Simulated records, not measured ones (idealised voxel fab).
The following is a process module called voxel ribs on slabs.
FYI the section here is cut, 160 nm wide, cells are 5 nm squares.
Heads up, the way a cross-section reads in here is a grid of square cells, handed over as bands from the top down, with every band being one or more rows of cells.
Heads up on the band format: heights come first, top then bottom, in nm. After that it's the materials left to right, each with its width in nm. A single material flagged "edge to edge" fills the whole band edge to edge, and "air" means there's empty space there.
Height datum 0, below which the as-received substrate wafer is one material. Lowest band open at the bottom, running downward: "0 -> down".
Read "30 to 40" as a graded width: first number on top, second number at the bottom, same change between each pair of neighbouring rows.
"nothing was modified", as given for a step, is the statement that not any cell of the cross-section underwent a change during that step.
Reported under the label "Enclosed void inventory" are the empty spaces having no open way to the top and comprising 8 cells or more; the notation for each is width x height at distance, in which the distance is measured from the left edge and all three values are in nm.
If you see something after the settings on a step's line, that's the simulator's own remark about that step.
What "overlay nm" on a step's line means: if the step has a mask, that mask lay this far to the right of its planned place, or, when the value is negative, to the left.
-- plan
step 1: RECEIVE: material Si
step 2: DIRECTIONAL_DEP: material SiO2, thk nm 20
step 3: DIRECTIONAL_DEP: material polySi, thk nm 20
step 4: MASKED_ETCH: tone cover, mask id RIB, width nm 30, etch materials polySi, depth nm 5, overlay nm 0
step 5: PATTERN: tone cover, mask id SLAB, material resist, width nm 80, thk nm 20, overlay nm 0
step 6: DIRECTIONAL_ETCH: etch materials polySi, depth nm 15
step 7: STRIP: etch materials resist
step 8: FILL_DEP: material SiO2, thk nm 20
step 9: CMP: height nm 55
step 10: DIRECTIONAL_DEP: material W, thk nm 10
step 11: MASKED_ETCH: tone cover, mask id HEATER, width nm 40, etch materials W, depth nm 10, overlay nm 0
step 12: CONFORMAL_DEP: material SiN, thk nm 5
-- Here's what the wafer looked like in cross-section when it arrived - that's after step 1
    0 -> down: Si edge to edge
    Enclosed void inventory: none
-- End state of the module in cross-section, given the above starting point and plan and one mistake in execution
    65 -> 55: air: 60, then W: 40, then air: 60
    55 -> 40: SiO2 edge to edge
    40 -> 35: SiO2: 65, then polySi: 30, then SiO2: 65
    35 -> 20: SiO2: 40, then polySi: 80, then SiO2: 40
    20 -> 0: SiO2 edge to edge
    0 -> down: Si edge to edge
    Enclosed void inventory: none
Which mistake was made when the wafer was run? with respect to the plan, step 12 was omitted and not executed
